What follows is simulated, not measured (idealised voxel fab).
The process module that follows is named voxel self aligned contacts.
Displayed cross-section: cut, width of 215 nm, square cells sized 5 nm.
Cross-section format: a grid of square cells, given as bands from top to bottom; each band is one or more rows of cells.
Quick guide to a band line: top height, bottom height (nm) up front; then every material left to right with its width in nm. Only one material and it's marked "everywhere"? Then it fills the band edge to edge. And "air" just means empty space.
Heights are measured from 0, the level below which the as-received wafer is all one material; the lowest band has no bottom and continues downward, written as in "top 0, no bottom".
Per-row width for "30->40": begins at first number (top row of band), ends at second number (bottom row), increment between rows held constant.
For the purposes of this document, the phrase "nothing altered" attached to a step denotes that no cell within the cross-section was modified by that step.
Closed empty spaces (no open way to the top) of 8 cells or more are what "Tabulated closed voids" lists, each as width x height at distance from the left edge, nm for all three.
Read whatever lies past the settings on a step's line as the simulator's own remark about the step.
overlay nm: step with mask; distance mask lay right of planned place; negative value = left of planned place.

plan:
1 RECEIVE (material Si)
2 OXIDIZE (depth nm 5)
3 DIRECTIONAL_DEP (material polySi; thk nm 25)
4 DIRECTIONAL_DEP (material SiN; thk nm 20)
5 DIRECTIONAL_DEP (material aC; thk nm 10)
6 PATTERN (tone cover; mask id GATE; material resist; width nm 25; pitch nm 50; thk nm 30; overlay nm 0)
7 DIRECTIONAL_ETCH (etch materials aC; depth nm 10)
8 STRIP (etch materials resist)
9 DIRECTIONAL_ETCH (etch materials SiN; depth nm 20)
10 DIRECTIONAL_ETCH (etch materials polySi; depth nm 25)
11 STRIP (etch materials aC)
12 CONFORMAL_DEP (material SiN; thk nm 5)
13 DIRECTIONAL_ETCH (etch materials SiN; depth nm 5)
14 FILL_DEP (material SiO2; thk nm 10)
15 CMP (height nm 50)
16 MASKED_ETCH (tone open; mask id CONTACT; width nm 35; etch materials SiO2; depth nm 55; overlay nm 0)
17 CONFORMAL_DEP (material TiN; thk nm 5)
18 FILL_DEP (material Ru; thk nm 5)
19 CMP (height nm 50)
20 CONFORMAL_DEP (material SiN; thk nm 5)

Wafer at receipt (post step 1), cross-section:
  top 0, no bottom = Si everywhere
  Tabulated closed voids: none

Module complete, cross-section. Starting point and plan per above. One mistake made in running the module:
  top 55, bottom 50 = SiN everywhere
  top 50, bottom 45 = Ru (60) | TiN (30) | SiO2 (35) | TiN (30) | Ru (60)
  top 45, bottom 25 = Ru (60) | TiN (5) | SiN (35) | SiO2 (15) | SiN (35) | TiN (5) | Ru (60)
  top 25, bottom 0 = Ru (60) | TiN (5) | SiN (5) | polySi (25) | SiN (5) | SiO2 (15) | SiN (5) | polySi (25) | SiN (5) | TiN (5) | Ru (60)
  top 0, bottom -5 = TiN (65) | SiO2 (85) | TiN (65)
  top -5, no bottom = Si everywhere
  Tabulated closed voids: none
what went wrong: step 16 ran as: MASKED_ETCH (tone cover; mask id CONTACT; width nm 35; etch materials SiO2; depth nm 55; overlay nm 0)
